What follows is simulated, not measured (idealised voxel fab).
Herein follows the process module entitled voxel air gaps.
Section shown: cut. Width: 300 nm. Cell size: 5 nm, square.
Bands, listed from the top down, are how a cross-section gets written in this document; the cross-section itself is a grid of square cells, and a band is one or more rows of them. The entry gives the band's vertical extent as a top height and a bottom height in nm, then its horizontal make-up as materials from left to right, each with a width in nm. "air" stands for empty space; a single material marked "full width" fills the band edge to edge. Height datum 0, below which the as-received substrate wafer is one material. Lowest band open at the bottom, running downward: "0 and below". A width given as "30 to 40" starts at the first number in the band's top row and ends at the second number in its bottom row, shifting by an equal amount at every step from row to row. Step note "no modifications" = no cross-section cell changed. Entry "Sealed internal cavities" = empty spaces >= 8 cells with no open way to the top; each as width x height at distance, distance from left edge, all nm. Heads up: the bit after the settings on a step's line is the simulator's remark on that step. overlay nm, on a step with a mask: how far to the right of its planned place the mask lay; to the left if negative.
[The following list gives the planned process steps]
1. RECEIVE,material Si
2. CONFORMAL_DEP,material SiO2,thk nm 10
3. CONFORMAL_DEP,material SiN,thk nm 5
4. DIRECTIONAL_DEP,material SiO2,thk nm 35
5. MASKED_ETCH,tone open,mask id LINES,width nm 15,pitch nm 40,etch materials SiO2,depth nm 35,overlay nm 0
6. CONFORMAL_DEP,material TiN,thk nm 5
7. FILL_DEP,material W,thk nm 10
8. CMP,height nm 50
9. EPI,material Ru,thk nm 10
10. SELECTIVE_ETCH,etch materials SiO2,depth nm 45
11. CONFORMAL_DEP,material SiCN,thk nm 5
[So, the first of our two wafers, run just as we planned it]
[Cross-sectional view of the wafer in its as-received condition, corresponding to the state after step 1]
- 0 and below: Si full width
- Sealed internal cavities: none
[Wafer section view after processing step 2]
- 10 down to 0: SiO2 full width
- Whatever lies below 0 is exactly as it was before.
[Wafer section view after processing step 3]
- 15 down to 10: SiN full width
- Whatever lies below 10 is exactly as it was before.
[Wafer section view after processing step 4]
- 50 down to 15: SiO2 full width
- Whatever lies below 15 is exactly as it was before.
[Wafer section view after processing step 5]
- 50 down to 15: SiO2 80 nm, air 15 nm, SiO2 25 nm, air 15 nm, SiO2 25 nm, air 15 nm, SiO2 25 nm, air 15 nm, SiO2 85 nm
- Whatever lies below 15 is exactly as it was before.
[Wafer section view after processing step 6]
- 55 down to 50: TiN 85 nm, air 5 nm, TiN 35 nm, air 5 nm, TiN 35 nm, air 5 nm, TiN 35 nm, air 5 nm, TiN 90 nm
- 50 down to 20: SiO2 80 nm, TiN 5 nm, air 5 nm, TiN 5 nm, SiO2 25 nm, TiN 5 nm, air 5 nm, TiN 5 nm, SiO2 25 nm, TiN 5 nm, air 5 nm, TiN 5 nm, SiO2 25 nm, TiN 5 nm, air 5 nm, TiN 5 nm, SiO2 85 nm
- 20 down to 15: SiO2 80 nm, TiN 15 nm, SiO2 25 nm, TiN 15 nm, SiO2 25 nm, TiN 15 nm, SiO2 25 nm, TiN 15 nm, SiO2 85 nm
- Whatever lies below 15 is exactly as it was before.
[Wafer section view after processing step 7]
- 65 down to 55: W full width
- 55 down to 50: TiN 85 nm, W 5 nm, TiN 35 nm, W 5 nm, TiN 35 nm, W 5 nm, TiN 35 nm, W 5 nm, TiN 90 nm
- 50 down to 20: SiO2 80 nm, TiN 5 nm, W 5 nm, TiN 5 nm, SiO2 25 nm, TiN 5 nm, W 5 nm, TiN 5 nm, SiO2 25 nm, TiN 5 nm, W 5 nm, TiN 5 nm, SiO2 25 nm, TiN 5 nm, W 5 nm, TiN 5 nm, SiO2 85 nm
- Whatever lies below 20 is exactly as it was before.
[Wafer section view after processing step 8]
- 50 down to 20: SiO2 80 nm, TiN 5 nm, W 5 nm, TiN 5 nm, SiO2 25 nm, TiN 5 nm, W 5 nm, TiN 5 nm, SiO2 25 nm, TiN 5 nm, W 5 nm, TiN 5 nm, SiO2 25 nm, TiN 5 nm, W 5 nm, TiN 5 nm, SiO2 85 nm
- Whatever lies below 20 is exactly as it was before.
[Wafer section view after processing step 9]
- 60 down to 50: air 70 nm, Ru 35 nm, air 5 nm, Ru 35 nm, air 5 nm, Ru 35 nm, air 5 nm, Ru 35 nm, air 75 nm
- Whatever lies below 50 is exactly as it was before.
[Wafer section view after processing step 10]
- 60 down to 50: air 70 nm, Ru 35 nm, air 5 nm, Ru 35 nm, air 5 nm, Ru 35 nm, air 5 nm, Ru 35 nm, air 75 nm
- 50 down to 20: air 80 nm, TiN 5 nm, W 5 nm, TiN 5 nm, air 25 nm, TiN 5 nm, W 5 nm, TiN 5 nm, air 25 nm, TiN 5 nm, W 5 nm, TiN 5 nm, air 25 nm, TiN 5 nm, W 5 nm, TiN 5 nm, air 85 nm
- 20 down to 15: air 80 nm, TiN 15 nm, air 25 nm, TiN 15 nm, air 25 nm, TiN 15 nm, air 25 nm, TiN 15 nm, air 85 nm
- Whatever lies below 15 is exactly as it was before.
[Wafer section view after processing step 11]
- 65 down to 60: air 65 nm, SiCN 165 nm, air 70 nm
- 60 down to 50: air 65 nm, SiCN 5 nm, Ru 35 nm, SiCN 5 nm, Ru 35 nm, SiCN 5 nm, Ru 35 nm, SiCN 5 nm, Ru 35 nm, SiCN 5 nm, air 70 nm
- 50 down to 45: air 65 nm, SiCN 15 nm, TiN 5 nm, W 5 nm, TiN 5 nm, SiCN 25 nm, TiN 5 nm, W 5 nm, TiN 5 nm, SiCN 25 nm, TiN 5 nm, W 5 nm, TiN 5 nm, SiCN 25 nm, TiN 5 nm, W 5 nm, TiN 5 nm, SiCN 15 nm, air 70 nm
- 45 down to 20: air 75 nm, SiCN 5 nm, TiN 5 nm, W 5 nm, TiN 5 nm, SiCN 5 nm, air 15 nm, SiCN 5 nm, TiN 5 nm, W 5 nm, TiN 5 nm, SiCN 5 nm, air 15 nm, SiCN 5 nm, TiN 5 nm, W 5 nm, TiN 5 nm, SiCN 5 nm, air 15 nm, SiCN 5 nm, TiN 5 nm, W 5 nm, TiN 5 nm, SiCN 5 nm, air 80 nm
- 20 down to 15: SiCN 80 nm, TiN 15 nm, SiCN 25 nm, TiN 15 nm, SiCN 25 nm, TiN 15 nm, SiCN 25 nm, TiN 15 nm, SiCN 85 nm
- Whatever lies below 15 is exactly as it was before.
- Sealed internal cavities: 15 x 25 at 100; 15 x 25 at 140; 15 x 25 at 180
[Second of two: same start, same plan, one run error; steps up to and including 4 match the first]
[Cross-section of the second wafer when, according to plan, step 5 should have finished]
- 50 down to 15: SiO2 80 nm, air 20 nm, SiO2 20 nm, air 20 nm, SiO2 20 nm, air 20 nm, SiO2 20 nm, air 20 nm, SiO2 80 nm
- Whatever lies below 15 is exactly as it was before.
[Cross-section of the second wafer when, according to plan, step 6 should have finished]
- 55 down to 50: TiN 85 nm, air 10 nm, TiN 30 nm, air 10 nm, TiN 30 nm, air 10 nm, TiN 30 nm, air 10 nm, TiN 85 nm
- 50 down to 20: SiO2 80 nm, TiN 5 nm, air 10 nm, TiN 5 nm, SiO2 20 nm, TiN 5 nm, air 10 nm, TiN 5 nm, SiO2 20 nm, TiN 5 nm, air 10 nm, TiN 5 nm, SiO2 20 nm, TiN 5 nm, air 10 nm, TiN 5 nm, SiO2 80 nm
- 20 down to 15: SiO2 80 nm, TiN 20 nm, SiO2 20 nm, TiN 20 nm, SiO2 20 nm, TiN 20 nm, SiO2 20 nm, TiN 20 nm, SiO2 80 nm
- Whatever lies below 15 is exactly as it was before.
[Cross-section of the second wafer when, according to plan, step 7 should have finished]
- 65 down to 55: W full width
- 55 down to 50: TiN 85 nm, W 10 nm, TiN 30 nm, W 10 nm, TiN 30 nm, W 10 nm, TiN 30 nm, W 10 nm, TiN 85 nm
- 50 down to 20: SiO2 80 nm, TiN 5 nm, W 10 nm, TiN 5 nm, SiO2 20 nm, TiN 5 nm, W 10 nm, TiN 5 nm, SiO2 20 nm, TiN 5 nm, W 10 nm, TiN 5 nm, SiO2 20 nm, TiN 5 nm, W 10 nm, TiN 5 nm, SiO2 80 nm
- Whatever lies below 20 is exactly as it was before.
[Cross-section of the second wafer when, according to plan, step 8 should have finished]
- 50 down to 20: SiO2 80 nm, TiN 5 nm, W 10 nm, TiN 5 nm, SiO2 20 nm, TiN 5 nm, W 10 nm, TiN 5 nm, SiO2 20 nm, TiN 5 nm, W 10 nm, TiN 5 nm, SiO2 20 nm, TiN 5 nm, W 10 nm, TiN 5 nm, SiO2 80 nm
- Whatever lies below 20 is exactly as it was before.
[Cross-section of the second wafer when, according to plan, step 9 should have finished]
- 60 down to 50: air 70 nm, Ru 160 nm, air 70 nm
- Whatever lies below 50 is exactly as it was before.
[Cross-section of the second wafer when, according to plan, step 10 should have finished]
- 60 down to 50: air 70 nm, Ru 160 nm, air 70 nm
- 50 down to 20: air 80 nm, TiN 5 nm, W 10 nm, TiN 5 nm, SiO2 20 nm, TiN 5 nm, W 10 nm, TiN 5 nm, SiO2 20 nm, TiN 5 nm, W 10 nm, TiN 5 nm, SiO2 20 nm, TiN 5 nm, W 10 nm, TiN 5 nm, air 80 nm
- 20 down to 15: air 80 nm, TiN 20 nm, SiO2 20 nm, TiN 20 nm, SiO2 20 nm, TiN 20 nm, SiO2 20 nm, TiN 20 nm, air 80 nm
- Whatever lies below 15 is exactly as it was before.
[Cross-section of the second wafer when, according to plan, step 11 should have finished]
- 65 down to 60: air 65 nm, SiCN 170 nm, air 65 nm
- 60 down to 50: air 65 nm, SiCN 5 nm, Ru 160 nm, SiCN 5 nm, air 65 nm
- 50 down to 45: air 65 nm, SiCN 15 nm, TiN 5 nm, W 10 nm, TiN 5 nm, SiO2 20 nm, TiN 5 nm, W 10 nm, TiN 5 nm, SiO2 20 nm, TiN 5 nm, W 10 nm, TiN 5 nm, SiO2 20 nm, TiN 5 nm, W 10 nm, TiN 5 nm, SiCN 15 nm, air 65 nm
- 45 down to 20: air 75 nm, SiCN 5 nm, TiN 5 nm, W 10 nm, TiN 5 nm, SiO2 20 nm, TiN 5 nm, W 10 nm, TiN 5 nm, SiO2 20 nm, TiN 5 nm, W 10 nm, TiN 5 nm, SiO2 20 nm, TiN 5 nm, W 10 nm, TiN 5 nm, SiCN 5 nm, air 75 nm
- 20 down to 15: SiCN 80 nm, TiN 20 nm, SiO2 20 nm, TiN 20 nm, SiO2 20 nm, TiN 20 nm, SiO2 20 nm, TiN 20 nm, SiCN 80 nm
- Whatever lies below 15 is exactly as it was before.
Run error: step 5 went in with a setting other than planned; the actual run was MASKED_ETCH,tone open,mask id LINES,width nm 20,pitch nm 40,etch materials SiO2,depth nm 35,overlay nm 0
Final tally in cells, some materials are higher or lower on the second wafer than on the first: 8 more of Ru, 66 fewer of SiCN, 84 more of SiO2, 4 more of TiN, 24 more of W
Quick summary for you: first wafer finishes at 3 closed voids, second at 0.
